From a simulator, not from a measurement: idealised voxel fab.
Documented hereafter: the process module known as voxel self aligned vias.
FYI the section here is cut, 280 nm wide, cells are 5 nm squares.
Throughout this document, each cross-section is represented as a grid of square cells and is presented as a sequence of bands enumerated from the top downward, where a band comprises one or more rows of cells.
Top, bottom (nm), then materials left to right with widths (nm); lone material tagged "everywhere" fills the whole band edge to edge; "blank" = empty space.
The level at which height equals 0 is the one under which the wafer, as it arrives, is entirely one material. No lower edge exists for the bottom band, which continues downward and is notated as in "from 0 down".
Graded width ("30 to 40"): value in top row of band = first number; value in bottom row = second number; row-to-row change constant.
You'll sometimes find "nothing different" written for a step, and that's the way of saying that nowhere in the cross-section did a cell change during that step.
"Entrapped void list" contains a list of empty spaces, each no smaller than 8 cells and without an open way to the top, written in the form width x height at distance with the distance from the left edge and all three in nm.
Heads up: the bit after the settings on a step's line is the simulator's remark on that step.
overlay nm: mask offset rightward from planned place, masked step; negative means leftward offset.
List of planned process steps:
1: RECEIVE,material Si
2: CONFORMAL_DEP,material SiO2,thk nm 10
3: CONFORMAL_DEP,material SiCN,thk nm 5
4: DIRECTIONAL_DEP,material lowk,thk nm 25
5: MASKED_ETCH,tone open,mask id LINES,width nm 20,pitch nm 45,etch materials lowk,depth nm 25,overlay nm 0
6: CONFORMAL_DEP,material TiN,thk nm 5
7: FILL_DEP,material W,thk nm 10
8: CMP,height nm 40
9: SELECTIVE_ETCH,etch materials W Ru TiN,depth nm 5
10: FILL_DEP,material SiN,thk nm 5
11: CMP,height nm 40
12: DIRECTIONAL_DEP,material lowk,thk nm 15
13: PATTERN,tone open,mask id VIAS,material resist,width nm 30,thk nm 20,overlay nm 0
14: DIRECTIONAL_ETCH,etch materials lowk,depth nm 15
15: DIRECTIONAL_ETCH,etch materials SiN,depth nm 5
16: STRIP,etch materials resist
17: CONFORMAL_DEP,material TiN,thk nm 5
18: FILL_DEP,material Ru,thk nm 10
19: CMP,height nm 55
20: CONFORMAL_DEP,material SiCN,thk nm 5
Where the wafers of this document differ is in the thk nm of step 20; they start out the same, and the plan states the value that applied to the first wafer.
Step 1 complete: as-received cross-section of the first of several wafers:
    from 0 down: Si everywhere
    Entrapped void list: none
Last step of the module is step 20; after it, the first of several wafers in cross-section:
    from 60 to 55: SiCN everywhere
    from 55 to 45: 100 nm lowk  5 nm TiN  20 nm Ru  5 nm TiN  150 nm lowk
    from 45 to 40: 100 nm lowk  10 nm TiN  10 nm Ru  10 nm TiN  150 nm lowk
    from 40 to 35: 105 nm lowk  20 nm TiN  25 nm lowk  20 nm SiN  110 nm lowk
    from 35 to 20: 105 nm lowk  5 nm TiN  10 nm W  5 nm TiN  25 nm lowk  5 nm TiN  10 nm W  5 nm TiN  110 nm lowk
    from 20 to 15: 105 nm lowk  20 nm TiN  25 nm lowk  20 nm TiN  110 nm lowk
    from 15 to 10: SiCN everywhere
    from 10 to 0: SiO2 everywhere
    from 0 down: Si everywhere
    Entrapped void list: none
Cross-section at module completion, last wafer:
    from 75 to 55: SiCN everywhere
    from 55 to 45: 100 nm lowk  5 nm TiN  20 nm Ru  5 nm TiN  150 nm lowk
    from 45 to 40: 100 nm lowk  10 nm TiN  10 nm Ru  10 nm TiN  150 nm lowk
    from 40 to 35: 105 nm lowk  20 nm TiN  25 nm lowk  20 nm SiN  110 nm lowk
    from 35 to 20: 105 nm lowk  5 nm TiN  10 nm W  5 nm TiN  25 nm lowk  5 nm TiN  10 nm W  5 nm TiN  110 nm lowk
    from 20 to 15: 105 nm lowk  20 nm TiN  25 nm lowk  20 nm TiN  110 nm lowk
    from 15 to 10: SiCN everywhere
    from 10 to 0: SiO2 everywhere
    from 0 down: Si everywhere
    Entrapped void list: none
Each row below is a wafer at the end of the module, listing for every material the number of cells it has gained (+) or lost (-) since it was received, followed by its closed voids:
thk nm 5; +10 Ru; +112 SiCN; +4 SiN; +112 SiO2; +32 TiN; +12 W; +390 lowk; Entrapped void list: none
thk nm 10; +10 Ru; +168 SiCN; +4 SiN; +112 SiO2; +32 TiN; +12 W; +390 lowk; Entrapped void list: none
thk nm 15; +10 Ru; +224 SiCN; +4 SiN; +112 SiO2; +32 TiN; +12 W; +390 lowk; Entrapped void list: none
thk nm 20; +10 Ru; +280 SiCN; +4 SiN; +112 SiO2; +32 TiN; +12 W; +390 lowk; Entrapped void list: none
